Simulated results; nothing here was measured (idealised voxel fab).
process module | voxel spacer lines
cross-section cut | 220 nm wide | cells 5 nm
A cross-section is a grid of square cells, given in bands from the top down. A band is one or more rows of cells.
Each band's line starts with the height of the band's top and of its bottom, in nm. Then come its materials from left to right, each with its width in nm. One material with "throughout" fills the band from edge to edge. "air" is empty space.
Height 0 is the level under which the wafer as received is all one material. The lowest band goes on downwards, as in "0 down".
A width such as "30 to 40" changes by the same amount from each row of cells to the next, from the band's top row to its bottom row.
"no change" after a step means that no cell of the cross-section changed.
closed voids: empty space of 8 cells or more with no open way to the top, each as width x height at its distance from the left edge, in nm
after a step's settings: what the simulator itself notes on the step
overlay nm, on a step with a mask: how far to the right of its planned place the mask lay; to the left if negative
plan
1 op RECEIVE | material Si
2 op CONFORMAL_DEP | material Al2O3 | thk nm 10
3 op DIRECTIONAL_DEP | material SiN | thk nm 10
4 op DIRECTIONAL_DEP | material aC | thk nm 25
5 op PATTERN | tone cover | mask id MANDREL | material resist | width nm 15 | pitch nm 60 | thk nm 30 | overlay nm 0
6 op DIRECTIONAL_ETCH | etch materials aC | depth nm 25
7 op STRIP | etch materials resist
8 op CONFORMAL_DEP | material SiO2 | thk nm 15
9 op DIRECTIONAL_ETCH | etch materials SiO2 | depth nm 15
10 op STRIP | etch materials aC
11 op DIRECTIONAL_ETCH | etch materials SiN | depth nm 10
12 op STRIP | etch materials SiO2
13 op FILL_DEP | material SiO2 | thk nm 5
14 op CMP | height nm 20
varied across the wafers: width nm of step 5. The plan shows the first wafer's value. All wafers start alike
first wafer as received, after step 1
  0 down: Si throughout
  closed voids: none
first wafer at the end, after step 14
  20 to 10: SiO2 25 | SiN 15 | SiO2 15 | SiN 15 | SiO2 15 | SiN 15 | SiO2 15 | SiN 15 | SiO2 15 | SiN 15 | SiO2 15 | SiN 15 | SiO2 30
  10 to 0: Al2O3 throughout
  0 down: Si throughout
  closed voids: none
last wafer at the end
  20 to 10: SiO2 20 | SiN 15 | SiO2 30 | SiN 30 | SiO2 30 | SiN 30 | SiO2 30 | SiN 15 | SiO2 20
  10 to 0: Al2O3 throughout
  0 down: Si throughout
  closed voids: none
each wafer at the end: cells of each material gained (+) or lost (-) since it was received, then its closed voids
width nm 15 | +88 Al2O3 | +36 SiN | +52 SiO2 | closed voids: none
width nm 20 | +88 Al2O3 | +36 SiN | +52 SiO2 | closed voids: none
width nm 25 | +88 Al2O3 | +36 SiN | +52 SiO2 | closed voids: none
width nm 30 | +88 Al2O3 | +36 SiN | +52 SiO2 | closed voids: none
